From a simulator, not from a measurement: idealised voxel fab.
process module | voxel quadruple lines
cross-section cut | 245 nm wide | cells 5 nm
A cross-section is a grid of square cells, given in bands from the top down. A band is one or more rows of cells.
Each band's line starts with the height of the band's top and of its bottom, in nm. Then come its materials from left to right, each with its width in nm. One material with "throughout" fills the band from edge to edge. "air" is empty space.
Height 0 is the level under which the wafer as received is all one material. The lowest band goes on downwards, as in "0 down".
A width such as "30 to 40" changes by the same amount from each row of cells to the next, from the band's top row to its bottom row.
"no change" after a step means that no cell of the cross-section changed.
closed voids: empty space of 8 cells or more with no open way to the top, each as width x height at its distance from the left edge, in nm
after a step's settings: what the simulator itself notes on the step
overlay nm, on a step with a mask: how far to the right of its planned place the mask lay; to the left if negative
plan
1 op RECEIVE | material Si
2 op CONFORMAL_DEP | material Al2O3 | thk nm 5
3 op DIRECTIONAL_DEP | material Ru | thk nm 10
4 op DIRECTIONAL_DEP | material polySi | thk nm 15
5 op DIRECTIONAL_DEP | material aC | thk nm 25
6 op PATTERN | tone cover | mask id MANDREL | material resist | width nm 35 | pitch nm 100 | thk nm 30 | overlay nm 0
7 op DIRECTIONAL_ETCH | etch materials aC | depth nm 25
8 op STRIP | etch materials resist
9 op CONFORMAL_DEP | material SiO2 | thk nm 15
10 op DIRECTIONAL_ETCH | etch materials SiO2 | depth nm 15
11 op STRIP | etch materials aC
12 op DIRECTIONAL_ETCH | etch materials polySi | depth nm 15
13 op STRIP | etch materials SiO2
14 op CONFORMAL_DEP | material SiN | thk nm 10
15 op DIRECTIONAL_ETCH | etch materials SiN | depth nm 10
16 op STRIP | etch materials polySi
17 op DIRECTIONAL_ETCH | etch materials Ru | depth nm 10
18 op STRIP | etch materials SiN
19 op FILL_DEP | material SiO2 | thk nm 5
20 op CMP | height nm 15
as received, after step 1
  0 down: Si throughout
  closed voids: none
first wafer at the end, as planned
  15 to 5: SiO2 30 | Ru 10 | SiO2 15 | Ru 10 | SiO2 15 | Ru 10 | SiO2 15 | Ru 10 | SiO2 15 | Ru 10 | SiO2 15 | Ru 10 | SiO2 15 | Ru 10 | SiO2 15 | Ru 10 | SiO2 30
  5 to 0: Al2O3 throughout
  0 down: Si throughout
  closed voids: none
second wafer at the end: like start, like plan, one mistake
  15 to 5: SiO2 35 | Ru 10 | SiO2 10 | Ru 10 | SiO2 15 | Ru 10 | SiO2 10 | Ru 10 | SiO2 25 | Ru 10 | SiO2 10 | Ru 10 | SiO2 15 | Ru 10 | SiO2 10 | Ru 10 | SiO2 35
  5 to 0: Al2O3 throughout
  0 down: Si throughout
  closed voids: none
what went wrong: step 9 ran as: op CONFORMAL_DEP | material SiO2 | thk nm 10
at the end the second wafer has, in cells: as many of each material as the first, in other places
